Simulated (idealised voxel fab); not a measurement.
This section sets out a process module, namely voxel gate over fins.
The width of the displayed cross-section, cut, is 220 nm; its cells are square, with a size of 5 nm.
Cross-section = grid of square cells, listed top down in bands; band = one or more rows. Basically the band line says how high the top is and how high the bottom is, in nm, and then what's in it from left to right, every material with its width in nm. Empty space shows up as "blank", and if a single material carries "everywhere" it runs the full band edge to edge. Heights from 0 (as-received wafer is one material below). Bottom band endless downward, as "z 0 and below". The notation "30->40" denotes a width that varies across the rows of cells in the band, beginning at the first number in the top row, finishing at the second number in the bottom row, and changing by an identical amount from each row to the next. Reading "remained unchanged" for a step: not a cell of the cross-section changed in it. Entry "Internal closed voids" = empty spaces >= 8 cells with no open way to the top; each as width x height at distance, distance from left edge, all nm. On a step's line, text after the settings is the simulator commenting on that step. Among the settings permitted on a step's line is "overlay nm"; applied to a step with a mask, it specifies the extent to which the mask lay to the right of its planned position, whereas a negative figure signifies a position to the left.
PROCESS STEPS - PLAN
1,RECEIVE with material Si
2,CONFORMAL_DEP with material SiN, thk nm 10
3,PATTERN with tone cover, mask id FINS, material resist, width nm 15, pitch nm 55, thk nm 15, overlay nm 0
4,DIRECTIONAL_ETCH with etch materials SiN, depth nm 10
5,DIRECTIONAL_ETCH with etch materials Si, depth nm 30
6,STRIP with etch materials resist
7,FILL_DEP with material SiO2, thk nm 5
8,CMP with height nm 10
9,PATTERN with tone open, mask id RAIL, material resist, width nm 15, thk nm 20, overlay nm 0
10,DIRECTIONAL_ETCH with etch materials SiO2, depth nm 35
11,STRIP with etch materials resist
12,CONFORMAL_DEP with material TiN, thk nm 5
13,FILL_DEP with material W, thk nm 5
14,CMP with height nm 10
15,SELECTIVE_ETCH with etch materials W Ru TiN, depth nm 30
16,FILL_DEP with material SiO2, thk nm 5
17,CMP with height nm 10
18,SELECTIVE_ETCH with etch materials SiO2, depth nm 20
19,STRIP with etch materials SiN
20,CONFORMAL_DEP with material HfO2, thk nm 5
21,CONFORMAL_DEP with material TiN, thk nm 5
22,FILL_DEP with material W, thk nm 15
23,CMP with height nm 20
24,CONFORMAL_DEP with material SiCN, thk nm 10
THE FIRST OF TWO WAFERS, RUN AS PLANNED
CROSS-SECTION OF THE WAFER AS IT CAME TO US, I.E., ALREADY THROUGH STEP 1
> z 0 and below: Si everywhere
> Internal closed voids: none
CROSS-SECTION OF THE WAFER SUBSEQUENT TO STEP 2
> z 10 to 0: SiN everywhere
> All layers under 0 are left as they were.
CROSS-SECTION OF THE WAFER SUBSEQUENT TO STEP 3
> z 25 to 10: blank: 45 / resist: 15 / blank: 40 / resist: 15 / blank: 40 / resist: 15 / blank: 50
> All layers under 10 are left as they were.
CROSS-SECTION OF THE WAFER SUBSEQUENT TO STEP 4
> z 25 to 10: blank: 45 / resist: 15 / blank: 40 / resist: 15 / blank: 40 / resist: 15 / blank: 50
> z 10 to 0: blank: 45 / SiN: 15 / blank: 40 / SiN: 15 / blank: 40 / SiN: 15 / blank: 50
> All layers under 0 are left as they were.
CROSS-SECTION OF THE WAFER SUBSEQUENT TO STEP 5
> z 25 to 10: blank: 45 / resist: 15 / blank: 40 / resist: 15 / blank: 40 / resist: 15 / blank: 50
> z 10 to 0: blank: 45 / SiN: 15 / blank: 40 / SiN: 15 / blank: 40 / SiN: 15 / blank: 50
> z 0 to -30: blank: 45 / Si: 15 / blank: 40 / Si: 15 / blank: 40 / Si: 15 / blank: 50
> All layers under -30 are left as they were.
CROSS-SECTION OF THE WAFER SUBSEQUENT TO STEP 6
> z 10 to 0: blank: 45 / SiN: 15 / blank: 40 / SiN: 15 / blank: 40 / SiN: 15 / blank: 50
> All layers under 0 are left as they were.
CROSS-SECTION OF THE WAFER SUBSEQUENT TO STEP 7
> z 15 to 10: SiO2 everywhere
> z 10 to 0: SiO2: 45 / SiN: 15 / SiO2: 40 / SiN: 15 / SiO2: 40 / SiN: 15 / SiO2: 50
> z 0 to -30: SiO2: 45 / Si: 15 / SiO2: 40 / Si: 15 / SiO2: 40 / Si: 15 / SiO2: 50
> All layers under -30 are left as they were.
CROSS-SECTION OF THE WAFER SUBSEQUENT TO STEP 8
> z 10 to 0: SiO2: 45 / SiN: 15 / SiO2: 40 / SiN: 15 / SiO2: 40 / SiN: 15 / SiO2: 50
> All layers under 0 are left as they were.
CROSS-SECTION OF THE WAFER SUBSEQUENT TO STEP 9
> z 30 to 10: resist: 70 / blank: 15 / resist: 135
> All layers under 10 are left as they were.
CROSS-SECTION OF THE WAFER SUBSEQUENT TO STEP 10
> z 30 to 10: resist: 70 / blank: 15 / resist: 135
> z 10 to 0: SiO2: 45 / SiN: 15 / SiO2: 10 / blank: 15 / SiO2: 15 / SiN: 15 / SiO2: 40 / SiN: 15 / SiO2: 50
> z 0 to -25: SiO2: 45 / Si: 15 / SiO2: 10 / blank: 15 / SiO2: 15 / Si: 15 / SiO2: 40 / Si: 15 / SiO2: 50
> All layers under -25 are left as they were.
CROSS-SECTION OF THE WAFER SUBSEQUENT TO STEP 11
> z 10 to 0: SiO2: 45 / SiN: 15 / SiO2: 10 / blank: 15 / SiO2: 15 / SiN: 15 / SiO2: 40 / SiN: 15 / SiO2: 50
> All layers under 0 are left as they were.
CROSS-SECTION OF THE WAFER SUBSEQUENT TO STEP 12
> z 15 to 10: TiN: 75 / blank: 5 / TiN: 140
> z 10 to 0: SiO2: 45 / SiN: 15 / SiO2: 10 / TiN: 5 / blank: 5 / TiN: 5 / SiO2: 15 / SiN: 15 / SiO2: 40 / SiN: 15 / SiO2: 50
> z 0 to -20: SiO2: 45 / Si: 15 / SiO2: 10 / TiN: 5 / blank: 5 / TiN: 5 / SiO2: 15 / Si: 15 / SiO2: 40 / Si: 15 / SiO2: 50
> z -20 to -25: SiO2: 45 / Si: 15 / SiO2: 10 / TiN: 15 / SiO2: 15 / Si: 15 / SiO2: 40 / Si: 15 / SiO2: 50
> All layers under -25 are left as they were.
CROSS-SECTION OF THE WAFER SUBSEQUENT TO STEP 13
> z 20 to 15: W everywhere
> z 15 to 10: TiN: 75 / W: 5 / TiN: 140
> z 10 to 0: SiO2: 45 / SiN: 15 / SiO2: 10 / TiN: 5 / W: 5 / TiN: 5 / SiO2: 15 / SiN: 15 / SiO2: 40 / SiN: 15 / SiO2: 50
> z 0 to -20: SiO2: 45 / Si: 15 / SiO2: 10 / TiN: 5 / W: 5 / TiN: 5 / SiO2: 15 / Si: 15 / SiO2: 40 / Si: 15 / SiO2: 50
> All layers under -20 are left as they were.
CROSS-SECTION OF THE WAFER SUBSEQUENT TO STEP 14
> z 10 to 0: SiO2: 45 / SiN: 15 / SiO2: 10 / TiN: 5 / W: 5 / TiN: 5 / SiO2: 15 / SiN: 15 / SiO2: 40 / SiN: 15 / SiO2: 50
> All layers under 0 are left as they were.
CROSS-SECTION OF THE WAFER SUBSEQUENT TO STEP 15
> z 10 to 0: SiO2: 45 / SiN: 15 / SiO2: 10 / blank: 15 / SiO2: 15 / SiN: 15 / SiO2: 40 / SiN: 15 / SiO2: 50
> z 0 to -20: SiO2: 45 / Si: 15 / SiO2: 10 / blank: 15 / SiO2: 15 / Si: 15 / SiO2: 40 / Si: 15 / SiO2: 50
> All layers under -20 are left as they were.
CROSS-SECTION OF THE WAFER SUBSEQUENT TO STEP 16
> z 15 to 10: SiO2 everywhere
> z 10 to 0: SiO2: 45 / SiN: 15 / SiO2: 40 / SiN: 15 / SiO2: 40 / SiN: 15 / SiO2: 50
> z 0 to -20: SiO2: 45 / Si: 15 / SiO2: 40 / Si: 15 / SiO2: 40 / Si: 15 / SiO2: 50
> All layers under -20 are left as they were.
CROSS-SECTION OF THE WAFER SUBSEQUENT TO STEP 17
> z 10 to 0: SiO2: 45 / SiN: 15 / SiO2: 40 / SiN: 15 / SiO2: 40 / SiN: 15 / SiO2: 50
> All layers under 0 are left as they were.
CROSS-SECTION OF THE WAFER SUBSEQUENT TO STEP 18
> z 10 to 0: blank: 45 / SiN: 15 / blank: 40 / SiN: 15 / blank: 40 / SiN: 15 / blank: 50
> z 0 to -10: blank: 45 / Si: 15 / blank: 40 / Si: 15 / blank: 40 / Si: 15 / blank: 50
> All layers under -10 are left as they were.
CROSS-SECTION OF THE WAFER SUBSEQUENT TO STEP 19
> z 0 to -10: blank: 45 / Si: 15 / blank: 40 / Si: 15 / blank: 40 / Si: 15 / blank: 50
> All layers under -10 are left as they were.
CROSS-SECTION OF THE WAFER SUBSEQUENT TO STEP 20
> z 5 to 0: blank: 40 / HfO2: 25 / blank: 30 / HfO2: 25 / blank: 30 / HfO2: 25 / blank: 45
> z 0 to -5: blank: 40 / HfO2: 5 / Si: 15 / HfO2: 5 / blank: 30 / HfO2: 5 / Si: 15 / HfO2: 5 / blank: 30 / HfO2: 5 / Si: 15 / HfO2: 5 / blank: 45
> z -5 to -10: HfO2: 45 / Si: 15 / HfO2: 40 / Si: 15 / HfO2: 40 / Si: 15 / HfO2: 50
> All layers under -10 are left as they were.
CROSS-SECTION OF THE WAFER SUBSEQUENT TO STEP 21
> z 10 to 5: blank: 35 / TiN: 35 / blank: 20 / TiN: 35 / blank: 20 / TiN: 35 / blank: 40
> z 5 to 0: blank: 35 / TiN: 5 / HfO2: 25 / TiN: 5 / blank: 20 / TiN: 5 / HfO2: 25 / TiN: 5 / blank: 20 / TiN: 5 / HfO2: 25 / TiN: 5 / blank: 40
> z 0 to -5: TiN: 40 / HfO2: 5 / Si: 15 / HfO2: 5 / TiN: 30 / HfO2: 5 / Si: 15 / HfO2: 5 / TiN: 30 / HfO2: 5 / Si: 15 / HfO2: 5 / TiN: 45
> All layers under -5 are left as they were.
CROSS-SECTION OF THE WAFER SUBSEQUENT TO STEP 22
> z 25 to 10: W everywhere
> z 10 to 5: W: 35 / TiN: 35 / W: 20 / TiN: 35 / W: 20 / TiN: 35 / W: 40
> z 5 to 0: W: 35 / TiN: 5 / HfO2: 25 / TiN: 5 / W: 20 / TiN: 5 / HfO2: 25 / TiN: 5 / W: 20 / TiN: 5 / HfO2: 25 / TiN: 5 / W: 40
> All layers under 0 are left as they were.
CROSS-SECTION OF THE WAFER SUBSEQUENT TO STEP 23
> z 20 to 10: W everywhere
> All layers under 10 are left as they were.
CROSS-SECTION OF THE WAFER SUBSEQUENT TO STEP 24
> z 30 to 20: SiCN everywhere
> All layers under 20 are left as they were.
REGARDING THE SECOND OF THE TWO WAFERS: IT SHARED THE FIRST WAFER'S STARTING CONDITION AND PROCESS PLAN, YET ONE ERROR OCCURRED DURING ITS EXECUTION. ITS HISTORY COINCIDES WITH THAT OF THE FIRST WAFER UP TO AND INCLUDING STEP 2
CROSS-SECTIONAL VIEW OF THE SECOND WAFER AT THE INTENDED END TIME OF PROCESS STEP 3
> z 25 to 10: blank: 45 / resist: 20 / blank: 35 / resist: 20 / blank: 35 / resist: 20 / blank: 45
> All layers under 10 are left as they were.
CROSS-SECTIONAL VIEW OF THE SECOND WAFER AT THE INTENDED END TIME OF PROCESS STEP 4
> z 25 to 10: blank: 45 / resist: 20 / blank: 35 / resist: 20 / blank: 35 / resist: 20 / blank: 45
> z 10 to 0: blank: 45 / SiN: 20 / blank: 35 / SiN: 20 / blank: 35 / SiN: 20 / blank: 45
> All layers under 0 are left as they were.
CROSS-SECTIONAL VIEW OF THE SECOND WAFER AT THE INTENDED END TIME OF PROCESS STEP 5
> z 25 to 10: blank: 45 / resist: 20 / blank: 35 / resist: 20 / blank: 35 / resist: 20 / blank: 45
> z 10 to 0: blank: 45 / SiN: 20 / blank: 35 / SiN: 20 / blank: 35 / SiN: 20 / blank: 45
> z 0 to -30: blank: 45 / Si: 20 / blank: 35 / Si: 20 / blank: 35 / Si: 20 / blank: 45
> All layers under -30 are left as they were.
CROSS-SECTIONAL VIEW OF THE SECOND WAFER AT THE INTENDED END TIME OF PROCESS STEP 6
> z 10 to 0: blank: 45 / SiN: 20 / blank: 35 / SiN: 20 / blank: 35 / SiN: 20 / blank: 45
> All layers under 0 are left as they were.
CROSS-SECTIONAL VIEW OF THE SECOND WAFER AT THE INTENDED END TIME OF PROCESS STEP 7
> z 15 to 10: SiO2 everywhere
> z 10 to 0: SiO2: 45 / SiN: 20 / SiO2: 35 / SiN: 20 / SiO2: 35 / SiN: 20 / SiO2: 45
> z 0 to -30: SiO2: 45 / Si: 20 / SiO2: 35 / Si: 20 / SiO2: 35 / Si: 20 / SiO2: 45
> All layers under -30 are left as they were.
CROSS-SECTIONAL VIEW OF THE SECOND WAFER AT THE INTENDED END TIME OF PROCESS STEP 8
> z 10 to 0: SiO2: 45 / SiN: 20 / SiO2: 35 / SiN: 20 / SiO2: 35 / SiN: 20 / SiO2: 45
> All layers under 0 are left as they were.
CROSS-SECTIONAL VIEW OF THE SECOND WAFER AT THE INTENDED END TIME OF PROCESS STEP 9
> z 30 to 10: resist: 70 / blank: 15 / resist: 135
> All layers under 10 are left as they were.
CROSS-SECTIONAL VIEW OF THE SECOND WAFER AT THE INTENDED END TIME OF PROCESS STEP 10
> z 30 to 10: resist: 70 / blank: 15 / resist: 135
> z 10 to 0: SiO2: 45 / SiN: 20 / SiO2: 5 / blank: 15 / SiO2: 15 / SiN: 20 / SiO2: 35 / SiN: 20 / SiO2: 45
> z 0 to -25: SiO2: 45 / Si: 20 / SiO2: 5 / blank: 15 / SiO2: 15 / Si: 20 / SiO2: 35 / Si: 20 / SiO2: 45
> All layers under -25 are left as they were.
CROSS-SECTIONAL VIEW OF THE SECOND WAFER AT THE INTENDED END TIME OF PROCESS STEP 11
> z 10 to 0: SiO2: 45 / SiN: 20 / SiO2: 5 / blank: 15 / SiO2: 15 / SiN: 20 / SiO2: 35 / SiN: 20 / SiO2: 45
> All layers under 0 are left as they were.
CROSS-SECTIONAL VIEW OF THE SECOND WAFER AT THE INTENDED END TIME OF PROCESS STEP 12
> z 15 to 10: TiN: 75 / blank: 5 / TiN: 140
> z 10 to 0: SiO2: 45 / SiN: 20 / SiO2: 5 / TiN: 5 / blank: 5 / TiN: 5 / SiO2: 15 / SiN: 20 / SiO2: 35 / SiN: 20 / SiO2: 45
> z 0 to -20: SiO2: 45 / Si: 20 / SiO2: 5 / TiN: 5 / blank: 5 / TiN: 5 / SiO2: 15 / Si: 20 / SiO2: 35 / Si: 20 / SiO2: 45
> z -20 to -25: SiO2: 45 / Si: 20 / SiO2: 5 / TiN: 15 / SiO2: 15 / Si: 20 / SiO2: 35 / Si: 20 / SiO2: 45
> All layers under -25 are left as they were.
CROSS-SECTIONAL VIEW OF THE SECOND WAFER AT THE INTENDED END TIME OF PROCESS STEP 13
> z 20 to 15: W everywhere
> z 15 to 10: TiN: 75 / W: 5 / TiN: 140
> z 10 to 0: SiO2: 45 / SiN: 20 / SiO2: 5 / TiN: 5 / W: 5 / TiN: 5 / SiO2: 15 / SiN: 20 / SiO2: 35 / SiN: 20 / SiO2: 45
> z 0 to -20: SiO2: 45 / Si: 20 / SiO2: 5 / TiN: 5 / W: 5 / TiN: 5 / SiO2: 15 / Si: 20 / SiO2: 35 / Si: 20 / SiO2: 45
> All layers under -20 are left as they were.
CROSS-SECTIONAL VIEW OF THE SECOND WAFER AT THE INTENDED END TIME OF PROCESS STEP 14
> z 10 to 0: SiO2: 45 / SiN: 20 / SiO2: 5 / TiN: 5 / W: 5 / TiN: 5 / SiO2: 15 / SiN: 20 / SiO2: 35 / SiN: 20 / SiO2: 45
> All layers under 0 are left as they were.
CROSS-SECTIONAL VIEW OF THE SECOND WAFER AT THE INTENDED END TIME OF PROCESS STEP 15
> z 10 to 0: SiO2: 45 / SiN: 20 / SiO2: 5 / blank: 15 / SiO2: 15 / SiN: 20 / SiO2: 35 / SiN: 20 / SiO2: 45
> z 0 to -20: SiO2: 45 / Si: 20 / SiO2: 5 / blank: 15 / SiO2: 15 / Si: 20 / SiO2: 35 / Si: 20 / SiO2: 45
> All layers under -20 are left as they were.
CROSS-SECTIONAL VIEW OF THE SECOND WAFER AT THE INTENDED END TIME OF PROCESS STEP 16
> z 15 to 10: SiO2 everywhere
> z 10 to 0: SiO2: 45 / SiN: 20 / SiO2: 35 / SiN: 20 / SiO2: 35 / SiN: 20 / SiO2: 45
> z 0 to -20: SiO2: 45 / Si: 20 / SiO2: 35 / Si: 20 / SiO2: 35 / Si: 20 / SiO2: 45
> All layers under -20 are left as they were.
CROSS-SECTIONAL VIEW OF THE SECOND WAFER AT THE INTENDED END TIME OF PROCESS STEP 17
> z 10 to 0: SiO2: 45 / SiN: 20 / SiO2: 35 / SiN: 20 / SiO2: 35 / SiN: 20 / SiO2: 45
> All layers under 0 are left as they were.
CROSS-SECTIONAL VIEW OF THE SECOND WAFER AT THE INTENDED END TIME OF PROCESS STEP 18
> z 10 to 0: blank: 45 / SiN: 20 / blank: 35 / SiN: 20 / blank: 35 / SiN: 20 / blank: 45
> z 0 to -10: blank: 45 / Si: 20 / blank: 35 / Si: 20 / blank: 35 / Si: 20 / blank: 45
> All layers under -10 are left as they were.
CROSS-SECTIONAL VIEW OF THE SECOND WAFER AT THE INTENDED END TIME OF PROCESS STEP 19
> z 0 to -10: blank: 45 / Si: 20 / blank: 35 / Si: 20 / blank: 35 / Si: 20 / blank: 45
> All layers under -10 are left as they were.
CROSS-SECTIONAL VIEW OF THE SECOND WAFER AT THE INTENDED END TIME OF PROCESS STEP 20
> z 5 to 0: blank: 40 / HfO2: 30 / blank: 25 / HfO2: 30 / blank: 25 / HfO2: 30 / blank: 40
> z 0 to -5: blank: 40 / HfO2: 5 / Si: 20 / HfO2: 5 / blank: 25 / HfO2: 5 / Si: 20 / HfO2: 5 / blank: 25 / HfO2: 5 / Si: 20 / HfO2: 5 / blank: 40
> z -5 to -10: HfO2: 45 / Si: 20 / HfO2: 35 / Si: 20 / HfO2: 35 / Si: 20 / HfO2: 45
> All layers under -10 are left as they were.
CROSS-SECTIONAL VIEW OF THE SECOND WAFER AT THE INTENDED END TIME OF PROCESS STEP 21
> z 10 to 5: blank: 35 / TiN: 40 / blank: 15 / TiN: 40 / blank: 15 / TiN: 40 / blank: 35
> z 5 to 0: blank: 35 / TiN: 5 / HfO2: 30 / TiN: 5 / blank: 15 / TiN: 5 / HfO2: 30 / TiN: 5 / blank: 15 / TiN: 5 / HfO2: 30 / TiN: 5 / blank: 35
> z 0 to -5: TiN: 40 / HfO2: 5 / Si: 20 / HfO2: 5 / TiN: 25 / HfO2: 5 / Si: 20 / HfO2: 5 / TiN: 25 / HfO2: 5 / Si: 20 / HfO2: 5 / TiN: 40
> All layers under -5 are left as they were.
CROSS-SECTIONAL VIEW OF THE SECOND WAFER AT THE INTENDED END TIME OF PROCESS STEP 22
> z 25 to 10: W everywhere
> z 10 to 5: W: 35 / TiN: 40 / W: 15 / TiN: 40 / W: 15 / TiN: 40 / W: 35
> z 5 to 0: W: 35 / TiN: 5 / HfO2: 30 / TiN: 5 / W: 15 / TiN: 5 / HfO2: 30 / TiN: 5 / W: 15 / TiN: 5 / HfO2: 30 / TiN: 5 / W: 35
> All layers under 0 are left as they were.
CROSS-SECTIONAL VIEW OF THE SECOND WAFER AT THE INTENDED END TIME OF PROCESS STEP 23
> z 20 to 10: W everywhere
> All layers under 10 are left as they were.
CROSS-SECTIONAL VIEW OF THE SECOND WAFER AT THE INTENDED END TIME OF PROCESS STEP 24
> z 30 to 20: SiCN everywhere
> All layers under 20 are left as they were.
Diagnosis: step 3 was run on a setting that differed from the plan, and what really ran there is PATTERN with tone cover, mask id FINS, material resist, width nm 20, pitch nm 55, thk nm 15, overlay nm 0
End of process, cell counts, second wafer against first, materials with more or fewer: Si: 18 more; SiO2: 12 fewer; W: 6 fewer
